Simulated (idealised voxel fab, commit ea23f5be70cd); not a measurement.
The document below concerns the process module designated voxel fin reveal.
Each square cell in cross-section cut measures 5 nm, and the section as a whole is 190 nm wide.
This document writes a cross-section as a grid whose cells are square, and gives it as bands, listed from the top down; one or more rows of cells form a band.
What a band's entry tells you: where the top is and where the bottom is, as heights in nm, and after that what lies inside, material by material from left to right, each with its width in nm. Empty space is written as the word "air", and a single material marked with the word "throughout" occupies the band from edge to edge.
Heights are measured from 0, the level below which the as-received wafer is all one material; the lowest band has no bottom and continues downward, written as in "0 -> down".
It should be noted that a width expressed as "30 to 40" varies in equal increments from row to row of cells within the band, taking the value of the first number at the top row and that of the second number at the bottom row.
Take "no alterations made" at face value: in the step it is given for, the cross-section changed in none of its cells.
Any empty space of 8 cells or more lacking an open way to the top shows up in "Completely enclosed voids" as width x height at distance, distance from the left edge, in nm.
Formally, on a step line, whatever follows the settings is a remark that the simulator itself makes on the step.
overlay nm: on a step with a mask, how far right of its planned place the mask lay; negative means left.
BELOW IS THE LIST OF PLANNED PROCESS STEPS
1. RECEIVE, material Si
2. CONFORMAL_DEP, material SiN, thk nm 5
3. MASKED_ETCH, tone cover, mask id FINS, width nm 15, pitch nm 40, etch materials SiN, depth nm 5, overlay nm 0
4. MASKED_ETCH, tone cover, mask id FINS, width nm 15, pitch nm 40, etch materials Si, depth nm 35, overlay nm 0
5. OXIDIZE, depth nm 5
6. FILL_DEP, material SiO2, thk nm 15
7. CMP, height nm 5
8. SELECTIVE_ETCH, etch materials SiO2, depth nm 15
9. STRIP, etch materials SiN
FIRST OUT OF TWO WAFERS; RUN WENT TO PLAN
CROSS-SECTION OF THE WAFER AS IT CAME TO US, I.E., ALREADY THROUGH STEP 1
> 0 -> down | Si throughout
> Completely enclosed voids: none
UPON COMPLETION OF STEP 2, THE WAFER APPEARS IN CROSS-SECTION AS SHOWN
> 5 -> 0 | SiN throughout
> Heights below 0 show no change.
UPON COMPLETION OF STEP 3, THE WAFER APPEARS IN CROSS-SECTION AS SHOWN
> 5 -> 0 | air: 25, SiN: 15, air: 25, SiN: 15, air: 25, SiN: 15, air: 25, SiN: 15, air: 30
> Heights below 0 show no change.
UPON COMPLETION OF STEP 4, THE WAFER APPEARS IN CROSS-SECTION AS SHOWN
> 5 -> 0 | air: 25, SiN: 15, air: 25, SiN: 15, air: 25, SiN: 15, air: 25, SiN: 15, air: 30
> 0 -> -35 | air: 25, Si: 15, air: 25, Si: 15, air: 25, Si: 15, air: 25, Si: 15, air: 30
> Heights below -35 show no change.
UPON COMPLETION OF STEP 5, THE WAFER APPEARS IN CROSS-SECTION AS SHOWN
> 5 -> 0 | air: 25, SiN: 15, air: 25, SiN: 15, air: 25, SiN: 15, air: 25, SiN: 15, air: 30
> 0 -> -35 | air: 25, SiO2: 5, Si: 5, SiO2: 5, air: 25, SiO2: 5, Si: 5, SiO2: 5, air: 25, SiO2: 5, Si: 5, SiO2: 5, air: 25, SiO2: 5, Si: 5, SiO2: 5, air: 30
> -35 -> -40 | SiO2: 30, Si: 5, SiO2: 35, Si: 5, SiO2: 35, Si: 5, SiO2: 35, Si: 5, SiO2: 35
> Heights below -40 show no change.
UPON COMPLETION OF STEP 6, THE WAFER APPEARS IN CROSS-SECTION AS SHOWN
> 20 -> 5 | SiO2 throughout
> 5 -> 0 | SiO2: 25, SiN: 15, SiO2: 25, SiN: 15, SiO2: 25, SiN: 15, SiO2: 25, SiN: 15, SiO2: 30
> 0 -> -40 | SiO2: 30, Si: 5, SiO2: 35, Si: 5, SiO2: 35, Si: 5, SiO2: 35, Si: 5, SiO2: 35
> Heights below -40 show no change.
UPON COMPLETION OF STEP 7, THE WAFER APPEARS IN CROSS-SECTION AS SHOWN
> 5 -> 0 | SiO2: 25, SiN: 15, SiO2: 25, SiN: 15, SiO2: 25, SiN: 15, SiO2: 25, SiN: 15, SiO2: 30
> Heights below 0 show no change.
UPON COMPLETION OF STEP 8, THE WAFER APPEARS IN CROSS-SECTION AS SHOWN
> 5 -> 0 | air: 25, SiN: 15, air: 25, SiN: 15, air: 25, SiN: 15, air: 25, SiN: 15, air: 30
> 0 -> -10 | air: 30, Si: 5, air: 35, Si: 5, air: 35, Si: 5, air: 35, Si: 5, air: 35
> Heights below -10 show no change.
UPON COMPLETION OF STEP 9, THE WAFER APPEARS IN CROSS-SECTION AS SHOWN
> 0 -> -10 | air: 30, Si: 5, air: 35, Si: 5, air: 35, Si: 5, air: 35, Si: 5, air: 35
> Heights below -10 show no change.
FOR THE SECOND WAFER, TAKE THE FIRST WAFER'S START AND PLAN, THEN ADD ONE MISTAKE MADE IN RUNNING IT; EVERYTHING THROUGH STEP 2, THAT STEP INCLUDED, IS SHARED WITH THE FIRST
PLANNED END OF STEP 3: SECOND WAFER, CROSS-SECTION
> 5 -> 0 | air: 20, SiN: 25, air: 15, SiN: 25, air: 15, SiN: 25, air: 15, SiN: 25, air: 25
> Heights below 0 show no change.
PLANNED END OF STEP 4: SECOND WAFER, CROSS-SECTION
> 5 -> 0 | air: 20, SiN: 25, air: 15, SiN: 25, air: 15, SiN: 25, air: 15, SiN: 25, air: 25
> 0 -> -35 | air: 20, Si: 25, air: 15, Si: 25, air: 15, Si: 25, air: 15, Si: 25, air: 25
> Heights below -35 show no change.
PLANNED END OF STEP 5: SECOND WAFER, CROSS-SECTION
> 5 -> 0 | air: 20, SiN: 25, air: 15, SiN: 25, air: 15, SiN: 25, air: 15, SiN: 25, air: 25
> 0 -> -35 | air: 20, SiO2: 5, Si: 15, SiO2: 5, air: 15, SiO2: 5, Si: 15, SiO2: 5, air: 15, SiO2: 5, Si: 15, SiO2: 5, air: 15, SiO2: 5, Si: 15, SiO2: 5, air: 25
> -35 -> -40 | SiO2: 25, Si: 15, SiO2: 25, Si: 15, SiO2: 25, Si: 15, SiO2: 25, Si: 15, SiO2: 30
> Heights below -40 show no change.
PLANNED END OF STEP 6: SECOND WAFER, CROSS-SECTION
> 20 -> 5 | SiO2 throughout
> 5 -> 0 | SiO2: 20, SiN: 25, SiO2: 15, SiN: 25, SiO2: 15, SiN: 25, SiO2: 15, SiN: 25, SiO2: 25
> 0 -> -40 | SiO2: 25, Si: 15, SiO2: 25, Si: 15, SiO2: 25, Si: 15, SiO2: 25, Si: 15, SiO2: 30
> Heights below -40 show no change.
PLANNED END OF STEP 7: SECOND WAFER, CROSS-SECTION
> 5 -> 0 | SiO2: 20, SiN: 25, SiO2: 15, SiN: 25, SiO2: 15, SiN: 25, SiO2: 15, SiN: 25, SiO2: 25
> Heights below 0 show no change.
PLANNED END OF STEP 8: SECOND WAFER, CROSS-SECTION
> 5 -> 0 | air: 20, SiN: 25, air: 15, SiN: 25, air: 15, SiN: 25, air: 15, SiN: 25, air: 25
> 0 -> -10 | air: 25, Si: 15, air: 25, Si: 15, air: 25, Si: 15, air: 25, Si: 15, air: 30
> Heights below -10 show no change.
PLANNED END OF STEP 9: SECOND WAFER, CROSS-SECTION
> 0 -> -10 | air: 25, Si: 15, air: 25, Si: 15, air: 25, Si: 15, air: 25, Si: 15, air: 30
> Heights below -10 show no change.
In executing the process, a mistake was made relative to the plan: so step 3 ended up running with a different setting than we planned, it ran as MASKED_ETCH, tone cover, mask id FINS, width nm 25, pitch nm 40, etch materials SiN, depth nm 5, overlay nm 0
Wrapping up, a cell-based count of both wafers puts the second over or under the first for these materials: +64 Si; -48 SiO2
